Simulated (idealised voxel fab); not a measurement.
Documented hereafter: the process module known as voxel capacitor over wiring.
It is cross-section cut that appears here, measuring 230 nm in width, its square cells being 5 nm in size.
Cross-section layout: square cells on a grid; listed as bands, top to bottom; a band spans one or more cell rows.
Top, bottom (nm), then materials left to right with widths (nm); lone material tagged "full width" fills the whole band edge to edge; "empty" = empty space.
Heights are expressed relative to 0, this being the level below which the as-received wafer comprises one material exclusively. The lowest band is unbounded in the downward direction and is denoted as in "z 0 and below".
The expression "30..40" gives the width at the extremes of the band, the first number at its top row of cells and the second at its bottom row, with the width changing by equal amounts from each row to the next in between.
"no modification" (step): cross-section cells unchanged, all of them.
The list in "Closed void register" covers empty spaces of 8 cells or more that cannot reach the top through any open way, and it gives each as width x height at distance; the distance is from the left edge, and width, height and distance are in nm.
Heads up: the bit after the settings on a step's line is the simulator's remark on that step.
What "overlay nm" on a step's line means: if the step has a mask, that mask lay this far to the right of its planned place, or, when the value is negative, to the left.

# Steps in the process plan
1. RECEIVE, material Si
2. CONFORMAL_DEP, material SiO2, thk nm 15
3. DIRECTIONAL_DEP, material TiN, thk nm 5
4. DIRECTIONAL_DEP, material Ru, thk nm 15
5. MASKED_ETCH, tone cover, mask id METAL_1, width nm 25, pitch nm 80, etch materials Ru, depth nm 15, overlay nm 0
6. MASKED_ETCH, tone cover, mask id METAL_1, width nm 25, pitch nm 80, etch materials TiN, depth nm 5, overlay nm 0
7. FILL_DEP, material SiO2, thk nm 5
8. CMP, height nm 35
9. CONFORMAL_DEP, material SiCN, thk nm 5
10. DIRECTIONAL_DEP, material SiO2, thk nm 20
11. PATTERN, tone open, mask id PLUG_1, material resist, width nm 15, thk nm 20, overlay nm 0
12. DIRECTIONAL_ETCH, etch materials SiO2, depth nm 20
13. DIRECTIONAL_ETCH, etch materials SiCN, depth nm 5
14. STRIP, etch materials resist
15. CONFORMAL_DEP, material TiN, thk nm 5
16. FILL_DEP, material Cu, thk nm 5
17. CMP, height nm 60
18. DIRECTIONAL_DEP, material TiN, thk nm 5
19. DIRECTIONAL_DEP, material SiN, thk nm 5
20. DIRECTIONAL_DEP, material TiN, thk nm 10
21. PATTERN, tone cover, mask id UPPER_PLATE, material resist, width nm 60, thk nm 20, overlay nm 0
22. DIRECTIONAL_ETCH, etch materials TiN, depth nm 10
23. DIRECTIONAL_ETCH, etch materials SiN, depth nm 5
24. STRIP, etch materials resist
25. DIRECTIONAL_DEP, material aC, thk nm 15
26. PATTERN, tone cover, mask id LOWER_PLATE, material resist, width nm 70, thk nm 30, overlay nm 0
27. DIRECTIONAL_ETCH, etch materials aC, depth nm 15
28. STRIP, etch materials resist
29. DIRECTIONAL_ETCH, etch materials TiN, depth nm 5
30. STRIP, etch materials aC
31. FILL_DEP, material SiO2, thk nm 15
32. CMP, height nm 90
33. DIRECTIONAL_DEP, material aC, thk nm 10
34. PATTERN, tone open, mask id PLUG_2, material resist, width nm 15, thk nm 30, overlay nm 0
35. DIRECTIONAL_ETCH, etch materials aC, depth nm 10
36. STRIP, etch materials resist
37. DIRECTIONAL_ETCH, etch materials SiO2, depth nm 5
38. STRIP, etch materials aC
39. CONFORMAL_DEP, material TiN, thk nm 5
40. FILL_DEP, material Ru, thk nm 5
41. CMP, height nm 90
42. CONFORMAL_DEP, material SiCN, thk nm 5
It is noted that the wafers described herein are identical at the outset and are distinguished by the depth nm of step 37; the value stated in the plan corresponds to the first wafer.

# Here's the first of the wafers in cross-section, just as we got it, i.e. after step 1
* z 0 and below = Si full width
* Closed void register: none

# Wafer cross-section (first of several) - module end, post step 42 (last step)
* z 95 to 90 = SiCN full width
* z 90 to 85 = 80 nm SiO2; 15 nm TiN; 135 nm SiO2
* z 85 to 80 = SiO2 full width
* z 80 to 70 = 70 nm SiO2; 60 nm TiN; 100 nm SiO2
* z 70 to 65 = 70 nm SiO2; 60 nm SiN; 100 nm SiO2
* z 65 to 60 = 65 nm SiO2; 70 nm TiN; 95 nm SiO2
* z 60 to 40 = 70 nm SiO2; 5 nm TiN; 5 nm Cu; 5 nm TiN; 145 nm SiO2
* z 40 to 35 = 70 nm SiCN; 15 nm TiN; 145 nm SiCN
* z 35 to 20 = 60 nm SiO2; 25 nm Ru; 55 nm SiO2; 25 nm Ru; 65 nm SiO2
* z 20 to 15 = 60 nm SiO2; 25 nm TiN; 55 nm SiO2; 25 nm TiN; 65 nm SiO2
* z 15 to 0 = SiO2 full width
* z 0 and below = Si full width
* Closed void register: none

# Last wafer, end of module, cross-section
* z 95 to 90 = SiCN full width
* z 90 to 85 = 80 nm SiO2; 5 nm TiN; 5 nm Ru; 5 nm TiN; 135 nm SiO2
* z 85 to 80 = 80 nm SiO2; 15 nm TiN; 135 nm SiO2
* z 80 to 70 = 70 nm SiO2; 60 nm TiN; 100 nm SiO2
* z 70 to 65 = 70 nm SiO2; 60 nm SiN; 100 nm SiO2
* z 65 to 60 = 65 nm SiO2; 70 nm TiN; 95 nm SiO2
* z 60 to 40 = 70 nm SiO2; 5 nm TiN; 5 nm Cu; 5 nm TiN; 145 nm SiO2
* z 40 to 35 = 70 nm SiCN; 15 nm TiN; 145 nm SiCN
* z 35 to 20 = 60 nm SiO2; 25 nm Ru; 55 nm SiO2; 25 nm Ru; 65 nm SiO2
* z 20 to 15 = 60 nm SiO2; 25 nm TiN; 55 nm SiO2; 25 nm TiN; 65 nm SiO2
* z 15 to 0 = SiO2 full width
* z 0 and below = Si full width
* Closed void register: none

# Every row in this table is a wafer at the end of the module, and it gives, for each of the materials, the cells that wafer has gained (+) or lost (-) since it was received, then its closed voids
depth nm 5; +4 Cu; +30 Ru; +89 SiCN; +12 SiN; +677 SiO2; +62 TiN; Closed void register: none
depth nm 10; +4 Cu; +31 Ru; +89 SiCN; +12 SiN; +674 SiO2; +64 TiN; Closed void register: none
depth nm 15; +4 Cu; +31 Ru; +89 SiCN; +12 SiN; +674 SiO2; +64 TiN; Closed void register: none
depth nm 20; +4 Cu; +31 Ru; +89 SiCN; +12 SiN; +674 SiO2; +64 TiN; Closed void register: none
depth nm 25; +4 Cu; +31 Ru; +89 SiCN; +12 SiN; +674 SiO2; +64 TiN; Closed void register: none
